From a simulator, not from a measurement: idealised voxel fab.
process module | voxel lift off
cross-section cut | 195 nm wide | cells 5 nm
A cross-section is a grid of square cells, given in bands from the top down. A band is one or more rows of cells.
Each band's line starts with the height of the band's top and of its bottom, in nm. Then come its materials from left to right, each with its width in nm. One material with "throughout" fills the band from edge to edge. "air" is empty space.
Height 0 is the level under which the wafer as received is all one material. The lowest band goes on downwards, as in "0 down".
A width such as "30 to 40" changes by the same amount from each row of cells to the next, from the band's top row to its bottom row.
"no change" after a step means that no cell of the cross-section changed.
closed voids: empty space of 8 cells or more with no open way to the top, each as width x height at its distance from the left edge, in nm
after a step's settings: what the simulator itself notes on the step
overlay nm, on a step with a mask: how far to the right of its planned place the mask lay; to the left if negative
plan
1 op RECEIVE | material Si
2 op CONFORMAL_DEP | material Al2O3 | thk nm 5
3 op PATTERN | tone open | mask id LINES | material resist | width nm 25 | pitch nm 50 | thk nm 30 | overlay nm 0
4 op DIRECTIONAL_DEP | material Ru | thk nm 15
5 op STRIP | etch materials resist
6 op CONFORMAL_DEP | material SiN | thk nm 10
as received, after step 1
  0 down: Si throughout
  closed voids: none
first wafer at the end, as planned
  30 to 20: air 25 | SiN 45 | air 5 | SiN 45 | air 5 | SiN 45 | air 25
  20 to 15: air 25 | SiN 10 | Ru 25 | SiN 10 | air 5 | SiN 10 | Ru 25 | SiN 10 | air 5 | SiN 10 | Ru 25 | SiN 10 | air 25
  15 to 5: SiN 35 | Ru 25 | SiN 25 | Ru 25 | SiN 25 | Ru 25 | SiN 35
  5 to 0: Al2O3 throughout
  0 down: Si throughout
  closed voids: none
second wafer at the end: like start, like plan, one mistake
  30 to 20: air 30 | SiN 35 | air 15 | SiN 35 | air 15 | SiN 35 | air 30
  20 to 15: air 30 | SiN 10 | Ru 15 | SiN 10 | air 15 | SiN 10 | Ru 15 | SiN 10 | air 15 | SiN 10 | Ru 15 | SiN 10 | air 30
  15 to 5: SiN 40 | Ru 15 | SiN 35 | Ru 15 | SiN 35 | Ru 15 | SiN 40
  5 to 0: Al2O3 throughout
  0 down: Si throughout
  closed voids: none
what went wrong: step 3 ran as: op PATTERN | tone open | mask id LINES | material resist | width nm 15 | pitch nm 50 | thk nm 30 | overlay nm 0
at the end the second wafer has, in cells: 18 fewer of Ru
